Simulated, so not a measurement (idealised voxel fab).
Presented below is a process module, voxel transistor to metal.
Pictured: cross-section cut, 275 nm wide, on a grid of 5 nm square cells.
In this document a cross-section is written as a grid of square cells. It is given as a series of bands, listed from the top down, and a band is one or more rows of cells. The entry gives the band's vertical extent as a top height and a bottom height in nm, then its horizontal make-up as materials from left to right, each with a width in nm. "empty" stands for empty space; a single material marked "full width" fills the band edge to edge. We count height from 0. Below that, the starting wafer is all one material. The lowest band never ends at the bottom but goes on down; see "0..down" for how that is written. The notation "30 to 40" denotes a width that varies across the rows of cells in the band, beginning at the first number in the top row, finishing at the second number in the bottom row, and changing by an identical amount from each row to the next. Where the words "changes: none" appear for a step, the cross-section shows no cell changed by that step; every cell remained as before. "Sealed void listing" specifies each empty space that is not open to the top and that occupies no fewer than 8 cells, using the form width x height at distance, the distance measured from the left edge and all three quantities in nm. The remark found on a step's line after its settings is issued by the simulator itself and pertains to that step. A step line may carry the setting "overlay nm", which, for steps involving a mask, states the distance by which the mask lay to the right of its intended position; negative values denote displacement to the left.

# Process steps (planned)
| 1 | RECEIVE, material Si |
| 2 | CONFORMAL_DEP, material SiO2, thk nm 5 |
| 3 | CONFORMAL_DEP, material SiN, thk nm 10 |
| 4 | PATTERN, tone cover, mask id ACTIVE, material resist, width nm 105, pitch nm 125, thk nm 15, overlay nm 0 |
| 5 | DIRECTIONAL_ETCH, etch materials SiN, depth nm 10 |
| 6 | DIRECTIONAL_ETCH, etch materials SiO2, depth nm 5 |
| 7 | DIRECTIONAL_ETCH, etch materials Si, depth nm 25 |
| 8 | STRIP, etch materials resist |
| 9 | OXIDIZE, depth nm 5 |
| 10 | FILL_DEP, material SiO2, thk nm 10 |
| 11 | CMP, height nm 15 |
| 12 | SELECTIVE_ETCH, etch materials SiO2, depth nm 10 |
| 13 | STRIP, etch materials SiN |
| 14 | SELECTIVE_ETCH, etch materials SiO2, depth nm 5 |
| 15 | OXIDIZE, depth nm 5 |
| 16 | DIRECTIONAL_DEP, material polySi, thk nm 30 |
| 17 | DIRECTIONAL_DEP, material SiCN, thk nm 10 |
| 18 | MASKED_ETCH, tone cover, mask id GATE, width nm 25, pitch nm 125, etch materials SiCN, depth nm 20, overlay nm 0 |
| 19 | MASKED_ETCH, tone cover, mask id GATE, width nm 25, pitch nm 125, etch materials polySi, depth nm 40, overlay nm 0 |
| 20 | CONFORMAL_DEP, material SiO2, thk nm 5 |
| 21 | DIRECTIONAL_ETCH, etch materials SiO2, depth nm 5 |
| 22 | CONFORMAL_DEP, material SiN, thk nm 5 |
| 23 | DIRECTIONAL_ETCH, etch materials SiN, depth nm 5 |
| 24 | DIRECTIONAL_ETCH, etch materials SiO2, depth nm 5 |
| 25 | DIRECTIONAL_ETCH, etch materials Si, depth nm 15 |
| 26 | EPI, material SiGe, thk nm 20 |
| 27 | FILL_DEP, material SiO2, thk nm 5 |
| 28 | CMP, height nm 30 |
| 29 | STRIP, etch materials polySi |
| 30 | SELECTIVE_ETCH, etch materials SiO2, depth nm 5 |
| 31 | CONFORMAL_DEP, material HfO2, thk nm 5 |
| 32 | CONFORMAL_DEP, material TiN, thk nm 5 |
| 33 | FILL_DEP, material W, thk nm 5 |
| 34 | CMP, height nm 25 |
| 35 | DIRECTIONAL_DEP, material SiO2, thk nm 10 |
| 36 | PATTERN, tone open, mask id CONTACT, material resist, width nm 20, thk nm 20, overlay nm 0 |
| 37 | DIRECTIONAL_ETCH, etch materials SiO2, depth nm 35 |
| 38 | STRIP, etch materials resist |
| 39 | CONFORMAL_DEP, material TiN, thk nm 5 |
| 40 | FILL_DEP, material Ru, thk nm 10 |
| 41 | CMP, height nm 35 |
| 42 | DIRECTIONAL_DEP, material TiN, thk nm 5 |
| 43 | DIRECTIONAL_DEP, material Ru, thk nm 25 |
| 44 | DIRECTIONAL_DEP, material aC, thk nm 10 |
| 45 | PATTERN, tone cover, mask id METAL_1, material resist, width nm 20, thk nm 30, overlay nm 0 |
| 46 | DIRECTIONAL_ETCH, etch materials aC, depth nm 10 |
| 47 | STRIP, etch materials resist |
| 48 | DIRECTIONAL_ETCH, etch materials Ru, depth nm 25 |
| 49 | DIRECTIONAL_ETCH, etch materials TiN, depth nm 5 |
| 50 | STRIP, etch materials aC |
| 51 | CONFORMAL_DEP, material SiN, thk nm 5 |
| 52 | FILL_DEP, material lowk, thk nm 10 |
| 53 | CMP, height nm 65 |
| 54 | CONFORMAL_DEP, material SiCN, thk nm 5 |

# Cross-section of the incoming wafer, state after step 1
> 0..down  Si full width
> Sealed void listing: none

# Module complete - cross-section of the first of two wafers, run according to plan
> 70..65  SiCN full width
> 65..40  lowk 20, SiN 5, Ru 20, SiN 5, lowk 45, SiN 5, Ru 20, SiN 5, lowk 20, SiN 5, Ru 20, SiN 5, lowk 45, SiN 5, Ru 20, SiN 5, lowk 25
> 40..35  SiN 25, TiN 20, SiN 55, TiN 20, SiN 30, TiN 20, SiN 55, TiN 20, SiN 30
> 35..25  SiO2 25, TiN 5, Ru 10, TiN 5, SiO2 55, TiN 5, Ru 10, TiN 5, SiO2 30, TiN 5, Ru 10, TiN 5, SiO2 55, TiN 5, Ru 10, TiN 5, SiO2 30
> 25..20  SiO2 25, TiN 5, Ru 10, TiN 5, SiO2 5, SiN 5, HfO2 5, TiN 5, W 15, TiN 5, HfO2 5, SiN 5, SiO2 5, TiN 5, Ru 10, TiN 5, SiO2 30, TiN 5, Ru 10, TiN 5, SiO2 5, SiN 5, HfO2 5, TiN 5, W 15, TiN 5, HfO2 5, SiN 5, SiO2 5, TiN 5, Ru 10, TiN 5, SiO2 30
> 20..15  SiO2 25, TiN 20, SiO2 5, SiN 5, HfO2 5, TiN 5, W 15, TiN 5, HfO2 5, SiN 5, SiO2 5, TiN 20, SiO2 30, TiN 20, SiO2 5, SiN 5, HfO2 5, TiN 5, W 15, TiN 5, HfO2 5, SiN 5, SiO2 5, TiN 20, SiO2 30
> 15..5  SiO2 25, TiN 5, SiGe 20, SiN 5, HfO2 5, TiN 5, W 15, TiN 5, HfO2 5, SiN 5, SiGe 20, TiN 5, SiO2 30, TiN 5, SiGe 20, SiN 5, HfO2 5, TiN 5, W 15, TiN 5, HfO2 5, SiN 5, SiGe 20, TiN 5, SiO2 30
> 5..0  SiO2 25, TiN 5, SiGe 20, SiN 5, HfO2 5, TiN 25, HfO2 5, SiN 5, SiGe 20, TiN 5, SiO2 30, TiN 5, SiGe 20, SiN 5, HfO2 5, TiN 25, HfO2 5, SiN 5, SiGe 20, TiN 5, SiO2 30
> 0..-5  SiO2 20, SiGe 30, SiO2 5, HfO2 35, SiO2 5, SiGe 30, SiO2 20, SiGe 30, SiO2 5, HfO2 35, SiO2 5, SiGe 30, SiO2 25
> -5..-20  SiO2 25, SiGe 25, Si 45, SiGe 25, SiO2 30, SiGe 25, Si 45, SiGe 25, SiO2 30
> -20..-30  SiO2 25, Si 95, SiO2 30, Si 95, SiO2 30
> -30..down  Si full width
> Sealed void listing: none

# This cross-section belongs to the second wafer of two at the end of the module; the start and the plan were shared with the first, and the run included one mistake
> 70..65  SiCN full width
> 65..60  SiN 25, TiN 20, SiN 55, TiN 20, SiN 30, TiN 20, SiN 55, TiN 20, SiN 30
> 60..35  Ru full width
> 35..25  SiO2 25, TiN 5, Ru 10, TiN 5, SiO2 55, TiN 5, Ru 10, TiN 5, SiO2 30, TiN 5, Ru 10, TiN 5, SiO2 55, TiN 5, Ru 10, TiN 5, SiO2 30
> 25..20  SiO2 25, TiN 5, Ru 10, TiN 5, SiO2 5, SiN 5, HfO2 5, TiN 5, W 15, TiN 5, HfO2 5, SiN 5, SiO2 5, TiN 5, Ru 10, TiN 5, SiO2 30, TiN 5, Ru 10, TiN 5, SiO2 5, SiN 5, HfO2 5, TiN 5, W 15, TiN 5, HfO2 5, SiN 5, SiO2 5, TiN 5, Ru 10, TiN 5, SiO2 30
> 20..15  SiO2 25, TiN 20, SiO2 5, SiN 5, HfO2 5, TiN 5, W 15, TiN 5, HfO2 5, SiN 5, SiO2 5, TiN 20, SiO2 30, TiN 20, SiO2 5, SiN 5, HfO2 5, TiN 5, W 15, TiN 5, HfO2 5, SiN 5, SiO2 5, TiN 20, SiO2 30
> 15..5  SiO2 25, TiN 5, SiGe 20, SiN 5, HfO2 5, TiN 5, W 15, TiN 5, HfO2 5, SiN 5, SiGe 20, TiN 5, SiO2 30, TiN 5, SiGe 20, SiN 5, HfO2 5, TiN 5, W 15, TiN 5, HfO2 5, SiN 5, SiGe 20, TiN 5, SiO2 30
> 5..0  SiO2 25, TiN 5, SiGe 20, SiN 5, HfO2 5, TiN 25, HfO2 5, SiN 5, SiGe 20, TiN 5, SiO2 30, TiN 5, SiGe 20, SiN 5, HfO2 5, TiN 25, HfO2 5, SiN 5, SiGe 20, TiN 5, SiO2 30
> 0..-5  SiO2 20, SiGe 30, SiO2 5, HfO2 35, SiO2 5, SiGe 30, SiO2 20, SiGe 30, SiO2 5, HfO2 35, SiO2 5, SiGe 30, SiO2 25
> -5..-20  SiO2 25, SiGe 25, Si 45, SiGe 25, SiO2 30, SiGe 25, Si 45, SiGe 25, SiO2 30
> -20..-30  SiO2 25, Si 95, SiO2 30, Si 95, SiO2 30
> -30..down  Si full width
> Sealed void listing: none
Deviation from plan: mixed up steps 42 and 43 - ran each in the other's place
Count the cells at the end and the second wafer has more or fewer of some materials than the first: Ru +195, SiN -40, lowk -155
